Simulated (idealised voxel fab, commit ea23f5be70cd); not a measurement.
process module | voxel double patterning
cross-section cut | 190 nm wide | cells 5 nm
A cross-section is a grid of square cells, given in bands from the top down. A band is one or more rows of cells.
Each band's line starts with the height of the band's top and of its bottom, in nm. Then come its materials from left to right, each with its width in nm. One material with "throughout" fills the band from edge to edge. "air" is empty space.
Height 0 is the level under which the wafer as received is all one material. The lowest band goes on downwards, as in "0 down".
A width such as "30 to 40" changes by the same amount from each row of cells to the next, from the band's top row to its bottom row.
"no change" after a step means that no cell of the cross-section changed.
closed voids: empty space of 8 cells or more with no open way to the top, each as width x height at its distance from the left edge, in nm
after a step's settings: what the simulator itself notes on the step
overlay nm, on a step with a mask: how far to the right of its planned place the mask lay; to the left if negative
plan
1 op RECEIVE | material Si
2 op CONFORMAL_DEP | material SiO2 | thk nm 5
3 op DIRECTIONAL_DEP | material TiN | thk nm 10
4 op DIRECTIONAL_DEP | material SiN | thk nm 5
5 op PATTERN | tone open | mask id FIRST | material resist | width nm 15 | pitch nm 50 | thk nm 20 | overlay nm 0
6 op DIRECTIONAL_ETCH | etch materials SiN | depth nm 5
7 op STRIP | etch materials resist
8 op DIRECTIONAL_DEP | material aC | thk nm 10
9 op PATTERN | tone open | mask id SECOND | material resist | width nm 15 | thk nm 25 | overlay nm 0
10 op DIRECTIONAL_ETCH | etch materials aC | depth nm 10
11 op STRIP | etch materials resist
12 op DIRECTIONAL_ETCH | etch materials SiN | depth nm 5
13 op STRIP | etch materials aC
14 op DIRECTIONAL_ETCH | etch materials TiN | depth nm 10
15 op STRIP | etch materials SiN
first wafer, as planned
as received, after step 1
  0 down: Si throughout
  closed voids: none
after step 2
  5 to 0: SiO2 throughout
  below 0: unchanged
after step 3
  15 to 5: TiN throughout
  below 5: unchanged
after step 4
  20 to 15: SiN throughout
  below 15: unchanged
after step 5
  40 to 20: resist 60 | air 15 | resist 35 | air 15 | resist 65
  below 20: unchanged
after step 6
  40 to 20: resist 60 | air 15 | resist 35 | air 15 | resist 65
  20 to 15: SiN 60 | air 15 | SiN 35 | air 15 | SiN 65
  below 15: unchanged
after step 7
  20 to 15: SiN 60 | air 15 | SiN 35 | air 15 | SiN 65
  below 15: unchanged
after step 8
  30 to 25: aC 60 | air 15 | aC 35 | air 15 | aC 65
  25 to 20: aC throughout
  20 to 15: SiN 60 | aC 15 | SiN 35 | aC 15 | SiN 65
  below 15: unchanged
after step 9
  55 to 30: resist 85 | air 15 | resist 90
  30 to 25: aC 60 | resist 15 | aC 35 | resist 15 | aC 65
  below 25: unchanged
after step 10
  45 to 30: resist 85 | air 15 | resist 90
  30 to 25: aC 60 | resist 15 | aC 10 | air 15 | aC 10 | resist 15 | aC 65
  25 to 20: aC 85 | air 15 | aC 90
  below 20: unchanged
after step 11
  30 to 25: aC 60 | air 15 | aC 10 | air 15 | aC 10 | air 15 | aC 65
  below 25: unchanged
after step 12
  30 to 25: aC 60 | air 15 | aC 10 | air 15 | aC 10 | air 15 | aC 65
  25 to 20: aC 85 | air 15 | aC 90
  20 to 15: SiN 60 | aC 15 | SiN 10 | air 15 | SiN 10 | aC 15 | SiN 65
  below 15: unchanged
after step 13
  20 to 15: SiN 60 | air 15 | SiN 10 | air 15 | SiN 10 | air 15 | SiN 65
  below 15: unchanged
after step 14
  20 to 15: SiN 60 | air 15 | SiN 10 | air 15 | SiN 10 | air 15 | SiN 65
  15 to 5: TiN 60 | air 15 | TiN 10 | air 15 | TiN 10 | air 15 | TiN 65
  below 5: unchanged
after step 15
  15 to 5: TiN 60 | air 15 | TiN 10 | air 15 | TiN 10 | air 15 | TiN 65
  below 5: unchanged
second wafer: like start, like plan, one mistake. Through step 1 it matches the first wafer
when step 2 should have ended: no change
when step 3 should have ended
  10 to 0: TiN throughout
  below 0: unchanged
when step 4 should have ended
  15 to 10: SiN throughout
  below 10: unchanged
when step 5 should have ended
  35 to 15: resist 60 | air 15 | resist 35 | air 15 | resist 65
  below 15: unchanged
when step 6 should have ended
  35 to 15: resist 60 | air 15 | resist 35 | air 15 | resist 65
  15 to 10: SiN 60 | air 15 | SiN 35 | air 15 | SiN 65
  below 10: unchanged
when step 7 should have ended
  15 to 10: SiN 60 | air 15 | SiN 35 | air 15 | SiN 65
  below 10: unchanged
when step 8 should have ended
  25 to 20: aC 60 | air 15 | aC 35 | air 15 | aC 65
  20 to 15: aC throughout
  15 to 10: SiN 60 | aC 15 | SiN 35 | aC 15 | SiN 65
  below 10: unchanged
when step 9 should have ended
  50 to 25: resist 85 | air 15 | resist 90
  25 to 20: aC 60 | resist 15 | aC 35 | resist 15 | aC 65
  below 20: unchanged
when step 10 should have ended
  40 to 25: resist 85 | air 15 | resist 90
  25 to 20: aC 60 | resist 15 | aC 10 | air 15 | aC 10 | resist 15 | aC 65
  20 to 15: aC 85 | air 15 | aC 90
  below 15: unchanged
when step 11 should have ended
  25 to 20: aC 60 | air 15 | aC 10 | air 15 | aC 10 | air 15 | aC 65
  below 20: unchanged
when step 12 should have ended
  25 to 20: aC 60 | air 15 | aC 10 | air 15 | aC 10 | air 15 | aC 65
  20 to 15: aC 85 | air 15 | aC 90
  15 to 10: SiN 60 | aC 15 | SiN 10 | air 15 | SiN 10 | aC 15 | SiN 65
  below 10: unchanged
when step 13 should have ended
  15 to 10: SiN 60 | air 15 | SiN 10 | air 15 | SiN 10 | air 15 | SiN 65
  below 10: unchanged
when step 14 should have ended
  15 to 10: SiN 60 | air 15 | SiN 10 | air 15 | SiN 10 | air 15 | SiN 65
  10 to 0: TiN 60 | air 15 | TiN 10 | air 15 | TiN 10 | air 15 | TiN 65
  below 0: unchanged
when step 15 should have ended
  10 to 0: TiN 60 | air 15 | TiN 10 | air 15 | TiN 10 | air 15 | TiN 65
  below 0: unchanged
what went wrong: step 2 was left out
at the end the second wafer has, in cells: 38 fewer of SiO2
